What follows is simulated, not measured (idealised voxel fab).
process module | voxel plated lines
cross-section cut | 245 nm wide | cells 5 nm
A cross-section is a grid of square cells, given in bands from the top down. A band is one or more rows of cells.
Each band's line starts with the height of the band's top and of its bottom, in nm. Then come its materials from left to right, each with its width in nm. One material with "throughout" fills the band from edge to edge. "air" is empty space.
Height 0 is the level under which the wafer as received is all one material. The lowest band goes on downwards, as in "0 down".
A width such as "30 to 40" changes by the same amount from each row of cells to the next, from the band's top row to its bottom row.
"no change" after a step means that no cell of the cross-section changed.
closed voids: empty space of 8 cells or more with no open way to the top, each as width x height at its distance from the left edge, in nm
after a step's settings: what the simulator itself notes on the step
overlay nm, on a step with a mask: how far to the right of its planned place the mask lay; to the left if negative
plan
1 op RECEIVE | material Si
2 op CONFORMAL_DEP | material SiO2 | thk nm 5
3 op DIRECTIONAL_DEP | material TiN | thk nm 5
4 op PATTERN | tone open | mask id LINES | material resist | width nm 20 | pitch nm 35 | thk nm 40 | overlay nm 0
5 op EPI | material Ru | thk nm 5
6 op EPI | material Ru | thk nm 5
7 op EPI | material Ru | thk nm 5
8 op STRIP | etch materials resist
9 op DIRECTIONAL_ETCH | etch materials TiN | depth nm 5
10 op CONFORMAL_DEP | material SiCN | thk nm 10
as received, after step 1
  0 down: Si throughout
  closed voids: none
a wafer at the end: this start, this plan, one mistake
  35 to 25: air 70 | SiCN 105 | air 70
  25 to 15: air 70 | SiCN 10 | Ru 15 | SiCN 20 | Ru 15 | SiCN 20 | Ru 15 | SiCN 10 | air 70
  15 to 10: SiCN 80 | Ru 15 | SiCN 20 | Ru 15 | SiCN 20 | Ru 15 | SiCN 80
  10 to 5: SiCN 80 | TiN 15 | SiCN 20 | TiN 15 | SiCN 20 | TiN 15 | SiCN 80
  5 to 0: SiO2 throughout
  0 down: Si throughout
  closed voids: none
what went wrong: step 4 ran as: op PATTERN | tone open | mask id LINES | material resist | width nm 15 | pitch nm 35 | thk nm 40 | overlay nm 0
